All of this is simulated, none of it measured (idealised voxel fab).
process module | voxel wiring stack
cross-section cut | 180 nm wide | cells 5 nm
A cross-section is a grid of square cells, given in bands from the top down. A band is one or more rows of cells.
Each band's line starts with the height of the band's top and of its bottom, in nm. Then come its materials from left to right, each with its width in nm. One material with "throughout" fills the band from edge to edge. "air" is empty space.
Height 0 is the level under which the wafer as received is all one material. The lowest band goes on downwards, as in "0 down".
A width such as "30 to 40" changes by the same amount from each row of cells to the next, from the band's top row to its bottom row.
"no change" after a step means that no cell of the cross-section changed.
closed voids: empty space of 8 cells or more with no open way to the top, each as width x height at its distance from the left edge, in nm
after a step's settings: what the simulator itself notes on the step
overlay nm, on a step with a mask: how far to the right of its planned place the mask lay; to the left if negative
plan
1 op RECEIVE | material Si
2 op CONFORMAL_DEP | material SiO2 | thk nm 15
3 op DIRECTIONAL_DEP | material TiN | thk nm 5
4 op DIRECTIONAL_DEP | material W | thk nm 20
5 op PATTERN | tone cover | mask id METAL_1 | material resist | width nm 20 | pitch nm 45 | thk nm 15 | overlay nm 0
6 op DIRECTIONAL_ETCH | etch materials W | depth nm 20
7 op DIRECTIONAL_ETCH | etch materials TiN | depth nm 5
8 op STRIP | etch materials resist
9 op CONFORMAL_DEP | material SiCN | thk nm 5
10 op FILL_DEP | material SiO2 | thk nm 5
11 op CMP | height nm 40
12 op CONFORMAL_DEP | material SiCN | thk nm 5
13 op DIRECTIONAL_DEP | material lowk | thk nm 25
14 op MASKED_ETCH | tone open | mask id METAL_2 | width nm 20 | pitch nm 45 | etch materials lowk | depth nm 15 | overlay nm 0
15 op PATTERN | tone open | mask id METAL_2_HOLES | material resist | width nm 15 | thk nm 20 | overlay nm 0
16 op DIRECTIONAL_ETCH | etch materials lowk | depth nm 10
17 op DIRECTIONAL_ETCH | etch materials SiCN | depth nm 5
18 op STRIP | etch materials resist
19 op CONFORMAL_DEP | material TiN | thk nm 5
20 op FILL_DEP | material Cu | thk nm 5
21 op CMP | height nm 70
22 op CONFORMAL_DEP | material SiN | thk nm 5
first wafer, as planned
as received, after step 1
  0 down: Si throughout
  closed voids: none
after step 2
  15 to 0: SiO2 throughout
  below 0: unchanged
after step 3
  20 to 15: TiN throughout
  below 15: unchanged
after step 4
  40 to 20: W throughout
  below 20: unchanged
after step 5
  55 to 40: air 55 | resist 20 | air 25 | resist 20 | air 60
  below 40: unchanged
after step 6
  55 to 40: air 55 | resist 20 | air 25 | resist 20 | air 60
  40 to 20: air 55 | W 20 | air 25 | W 20 | air 60
  below 20: unchanged
after step 7
  55 to 40: air 55 | resist 20 | air 25 | resist 20 | air 60
  40 to 20: air 55 | W 20 | air 25 | W 20 | air 60
  20 to 15: air 55 | TiN 20 | air 25 | TiN 20 | air 60
  below 15: unchanged
after step 8
  40 to 20: air 55 | W 20 | air 25 | W 20 | air 60
  below 20: unchanged
after step 9
  45 to 40: air 50 | SiCN 30 | air 15 | SiCN 30 | air 55
  40 to 20: air 50 | SiCN 5 | W 20 | SiCN 5 | air 15 | SiCN 5 | W 20 | SiCN 5 | air 55
  20 to 15: SiCN 55 | TiN 20 | SiCN 25 | TiN 20 | SiCN 60
  below 15: unchanged
after step 10
  50 to 45: SiO2 throughout
  45 to 40: SiO2 50 | SiCN 30 | SiO2 15 | SiCN 30 | SiO2 55
  40 to 20: SiO2 50 | SiCN 5 | W 20 | SiCN 5 | SiO2 15 | SiCN 5 | W 20 | SiCN 5 | SiO2 55
  below 20: unchanged
after step 11
  40 to 20: SiO2 50 | SiCN 5 | W 20 | SiCN 5 | SiO2 15 | SiCN 5 | W 20 | SiCN 5 | SiO2 55
  below 20: unchanged
after step 12
  45 to 40: SiCN throughout
  below 40: unchanged
after step 13
  70 to 45: lowk throughout
  below 45: unchanged
after step 14
  70 to 55: lowk 55 | air 20 | lowk 25 | air 20 | lowk 60
  below 55: unchanged
after step 15
  90 to 70: resist 55 | air 15 | resist 110
  70 to 55: lowk 55 | air 15 | resist 5 | lowk 25 | resist 20 | lowk 60
  below 55: unchanged
after step 16
  90 to 70: resist 55 | air 15 | resist 110
  70 to 55: lowk 55 | air 15 | resist 5 | lowk 25 | resist 20 | lowk 60
  55 to 45: lowk 55 | air 15 | lowk 110
  below 45: unchanged
after step 17
  90 to 70: resist 55 | air 15 | resist 110
  70 to 55: lowk 55 | air 15 | resist 5 | lowk 25 | resist 20 | lowk 60
  55 to 45: lowk 55 | air 15 | lowk 110
  45 to 40: SiCN 55 | air 15 | SiCN 110
  below 40: unchanged
after step 18
  70 to 55: lowk 55 | air 20 | lowk 25 | air 20 | lowk 60
  below 55: unchanged
after step 19
  75 to 70: TiN 60 | air 10 | TiN 35 | air 10 | TiN 65
  70 to 60: lowk 55 | TiN 5 | air 10 | TiN 5 | lowk 25 | TiN 5 | air 10 | TiN 5 | lowk 60
  60 to 55: lowk 55 | TiN 5 | air 5 | TiN 10 | lowk 25 | TiN 20 | lowk 60
  55 to 45: lowk 55 | TiN 5 | air 5 | TiN 5 | lowk 110
  45 to 40: SiCN 55 | TiN 15 | SiCN 110
  below 40: unchanged
after step 20
  80 to 75: Cu throughout
  75 to 70: TiN 60 | Cu 10 | TiN 35 | Cu 10 | TiN 65
  70 to 60: lowk 55 | TiN 5 | Cu 10 | TiN 5 | lowk 25 | TiN 5 | Cu 10 | TiN 5 | lowk 60
  60 to 55: lowk 55 | TiN 5 | Cu 5 | TiN 10 | lowk 25 | TiN 20 | lowk 60
  55 to 45: lowk 55 | TiN 5 | Cu 5 | TiN 5 | lowk 110
  below 45: unchanged
after step 21
  70 to 60: lowk 55 | TiN 5 | Cu 10 | TiN 5 | lowk 25 | TiN 5 | Cu 10 | TiN 5 | lowk 60
  below 60: unchanged
after step 22
  75 to 70: SiN throughout
  below 70: unchanged
second wafer: like start, like plan, one mistake. Through step 14 it matches the first wafer
when step 15 should have ended: no change
when step 16 should have ended
  60 to 45: lowk 55 | air 20 | lowk 25 | air 20 | lowk 60
  below 45: unchanged
when step 17 should have ended
  60 to 45: lowk 55 | air 20 | lowk 25 | air 20 | lowk 60
  45 to 40: SiCN 55 | air 20 | SiCN 25 | air 20 | SiCN 60
  below 40: unchanged
when step 18 should have ended: no change
when step 19 should have ended
  65 to 60: TiN 60 | air 10 | TiN 35 | air 10 | TiN 65
  60 to 45: lowk 55 | TiN 5 | air 10 | TiN 5 | lowk 25 | TiN 5 | air 10 | TiN 5 | lowk 60
  45 to 40: SiCN 55 | TiN 20 | SiCN 25 | TiN 20 | SiCN 60
  below 40: unchanged
when step 20 should have ended
  70 to 65: Cu throughout
  65 to 60: TiN 60 | Cu 10 | TiN 35 | Cu 10 | TiN 65
  60 to 45: lowk 55 | TiN 5 | Cu 10 | TiN 5 | lowk 25 | TiN 5 | Cu 10 | TiN 5 | lowk 60
  below 45: unchanged
when step 21 should have ended: no change
when step 22 should have ended
  75 to 70: SiN throughout
  below 70: unchanged
what went wrong: step 15 was left out
at the end the second wafer has, in cells: 41 more of Cu | 5 fewer of SiCN | 30 more of TiN | 66 fewer of lowk
